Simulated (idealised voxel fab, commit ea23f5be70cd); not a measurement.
voxel local oxidation: a process module
Square cells of 5 nm make up the cross-section cut, whose width is 285 nm.
Throughout this document, each cross-section is represented as a grid of square cells and is presented as a sequence of bands enumerated from the top downward, where a band comprises one or more rows of cells. Look at the band entry: it leads with the top's height and the bottom's height in nm. Then it lists the materials left to right, with a width in nm for each. The word "full width" on a single material says that material fills the band edge to edge. The word "blank" is empty space. It should be noted that heights are counted from 0, beneath which the wafer as supplied is of one material throughout, and that the lowest band possesses no lower boundary but continues downward, as written in "0 and below". Top row gets the first number, bottom row gets the second, and each row in between changes by the same step: that is how a band width like "30..40" works. "remained unchanged", as given for a step, is the statement that not any cell of the cross-section underwent a change during that step. "Non-vented voids" - sealed voids, min. 8 cells, no opening to top; format: width x height at distance (distance from left edge; nm throughout). That trailing text on a step's line, after the settings, is the simulator's own remark on the step. Among the settings permitted on a step's line is "overlay nm"; applied to a step with a mask, it specifies the extent to which the mask lay to the right of its planned position, whereas a negative figure signifies a position to the left.
THESE ARE THE STEPS WE PLANNED FOR THE PROCESS
1) RECEIVE,material Si
2) CONFORMAL_DEP,material SiO2,thk nm 5
3) CONFORMAL_DEP,material SiN,thk nm 10
4) MASKED_ETCH,tone cover,mask id ACTIVE,width nm 110,etch materials SiN,depth nm 10,overlay nm 0
5) SELECTIVE_ETCH,etch materials SiO2,depth nm 5
6) OXIDIZE,depth nm 15
7) STRIP,etch materials SiN
FIRST WAFER, TWO IN TOTAL, RUN AS PLANNED
RECEIVED-STATE CROSS-SECTION, REFLECTING COMPLETION OF STEP 1
  0 and below: Si full width
  Non-vented voids: none
WAFER SECTION VIEW AFTER PROCESSING STEP 2
  5 down to 0: SiO2 full width
  No changes below 0.
WAFER SECTION VIEW AFTER PROCESSING STEP 3
  15 down to 5: SiN full width
  No changes below 5.
WAFER SECTION VIEW AFTER PROCESSING STEP 4
  15 down to 5: blank: 85 / SiN: 110 / blank: 90
  No changes below 5.
WAFER SECTION VIEW AFTER PROCESSING STEP 5
  15 down to 5: blank: 85 / SiN: 110 / blank: 90
  5 down to 0: blank: 90 / SiO2: 100 / blank: 95
  No changes below 0.
WAFER SECTION VIEW AFTER PROCESSING STEP 6
  15 down to 5: blank: 85 / SiN: 110 / blank: 90
  5 down to 0: blank: 90 / SiO2: 100 / blank: 95
  0 down to -15: SiO2: 105 / Si: 70 / SiO2: 110
  No changes below -15.
WAFER SECTION VIEW AFTER PROCESSING STEP 7
  5 down to 0: blank: 90 / SiO2: 100 / blank: 95
  No changes below 0.
REGARDING THE SECOND OF THE TWO WAFERS: IT SHARED THE FIRST WAFER'S STARTING CONDITION AND PROCESS PLAN, YET ONE ERROR OCCURRED DURING ITS EXECUTION. ITS HISTORY COINCIDES WITH THAT OF THE FIRST WAFER UP TO AND INCLUDING STEP 6
SECOND WAFER, CUT VIEW, END OF STEP 7 PER PLAN
  5 down to 0: blank: 90 / SiO2: 100 / blank: 95
  No changes below 0.
So what did we get wrong on this run? step 7 in the plan was executed twice
Same final cross-section on the two wafers, so the model's numbers don't move because of the mistake.
